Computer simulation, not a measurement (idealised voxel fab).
Herein follows the process module entitled voxel lift off.
Section shown: cut. Width: 300 nm. Cell size: 5 nm, square.
Cross-sections here: square-cell grids, written as top-down lists of bands, a band being one or more rows of cells. Each band's line starts with the height of the band's top and of its bottom, in nm. Then come its materials from left to right, each with its width in nm. One material with "everywhere" fills the band from edge to edge. "blank" is empty space. It should be noted that heights are counted from 0, beneath which the wafer as supplied is of one material throughout, and that the lowest band possesses no lower boundary but continues downward, as written in "0..down". Graded width ("30->40"): value in top row of band = first number; value in bottom row = second number; row-to-row change constant. The designation "remained the same", where it is given for a processing step, indicates that no cell of the cross-section was altered in the course of that step. "Closed internal voids" - sealed voids, min. 8 cells, no opening to top; format: width x height at distance (distance from left edge; nm throughout). Where a step's line continues beyond its settings, the continuation is a remark by the simulator itself on that step. Steps that use a mask can have "overlay nm" on their line. It says how far the mask sat to the right of where it was meant to be. Negative means to the left.

So here's the lineup of process steps we planned:
- 1: op RECEIVE | material Si
- 2: op CONFORMAL_DEP | material SiN | thk nm 5
- 3: op PATTERN | tone open | mask id LINES | material resist | width nm 25 | pitch nm 50 | thk nm 20 | overlay nm 0
- 4: op DIRECTIONAL_DEP | material Ru | thk nm 10
- 5: op STRIP | etch materials resist
- 6: op CONFORMAL_DEP | material SiN | thk nm 5

Here's what the wafer looked like in cross-section when it arrived - that's after step 1:
> 0..down = Si everywhere
> Closed internal voids: none

End state of the module in cross-section, given the above starting point and plan and one mistake in execution:
> 30..25 = blank 80 nm, SiN 35 nm, blank 15 nm, SiN 35 nm, blank 15 nm, SiN 35 nm, blank 85 nm
> 25..20 = blank 80 nm, SiN 5 nm, Ru 25 nm, SiN 5 nm, blank 15 nm, SiN 5 nm, Ru 25 nm, SiN 5 nm, blank 15 nm, SiN 5 nm, Ru 25 nm, SiN 5 nm, blank 85 nm
> 20..15 = SiN 85 nm, Ru 25 nm, SiN 25 nm, Ru 25 nm, SiN 25 nm, Ru 25 nm, SiN 90 nm
> 15..0 = SiN everywhere
> 0..down = Si everywhere
> Closed internal voids: none
It is concluded that the wafer was processed incorrectly with respect to the plan, in that step 2 ran differently from the plan; actual operation with settings: op CONFORMAL_DEP | material SiN | thk nm 15
